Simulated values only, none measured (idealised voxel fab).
process module | voxel spacer lines
cross-section cut | 260 nm wide | cells 5 nm
A cross-section is a grid of square cells, given in bands from the top down. A band is one or more rows of cells.
Each band's line starts with the height of the band's top and of its bottom, in nm. Then come its materials from left to right, each with its width in nm. One material with "throughout" fills the band from edge to edge. "air" is empty space.
Height 0 is the level under which the wafer as received is all one material. The lowest band goes on downwards, as in "0 down".
A width such as "30 to 40" changes by the same amount from each row of cells to the next, from the band's top row to its bottom row.
"no change" after a step means that no cell of the cross-section changed.
closed voids: empty space of 8 cells or more with no open way to the top, each as width x height at its distance from the left edge, in nm
after a step's settings: what the simulator itself notes on the step
overlay nm, on a step with a mask: how far to the right of its planned place the mask lay; to the left if negative
plan
1 op RECEIVE | material Si
2 op CONFORMAL_DEP | material Al2O3 | thk nm 5
3 op DIRECTIONAL_DEP | material SiN | thk nm 10
4 op DIRECTIONAL_DEP | material aC | thk nm 20
5 op PATTERN | tone cover | mask id MANDREL | material resist | width nm 25 | pitch nm 70 | thk nm 30 | overlay nm 0
6 op DIRECTIONAL_ETCH | etch materials aC | depth nm 20
7 op STRIP | etch materials resist
8 op CONFORMAL_DEP | material SiO2 | thk nm 10
9 op DIRECTIONAL_ETCH | etch materials SiO2 | depth nm 10
10 op STRIP | etch materials aC
11 op DIRECTIONAL_ETCH | etch materials SiN | depth nm 10
12 op STRIP | etch materials SiO2
13 op FILL_DEP | material SiO2 | thk nm 10
14 op CMP | height nm 15
as received, after step 1
  0 down: Si throughout
  closed voids: none
a wafer at the end: this start, this plan, one mistake
  15 to 5: SiO2 35 | SiN 10 | SiO2 30 | SiN 10 | SiO2 20 | SiN 10 | SiO2 30 | SiN 10 | SiO2 20 | SiN 10 | SiO2 30 | SiN 10 | SiO2 35
  5 to 0: Al2O3 throughout
  0 down: Si throughout
  closed voids: none
what went wrong: step 5 ran as: op PATTERN | tone cover | mask id MANDREL | material resist | width nm 30 | pitch nm 70 | thk nm 30 | overlay nm 0
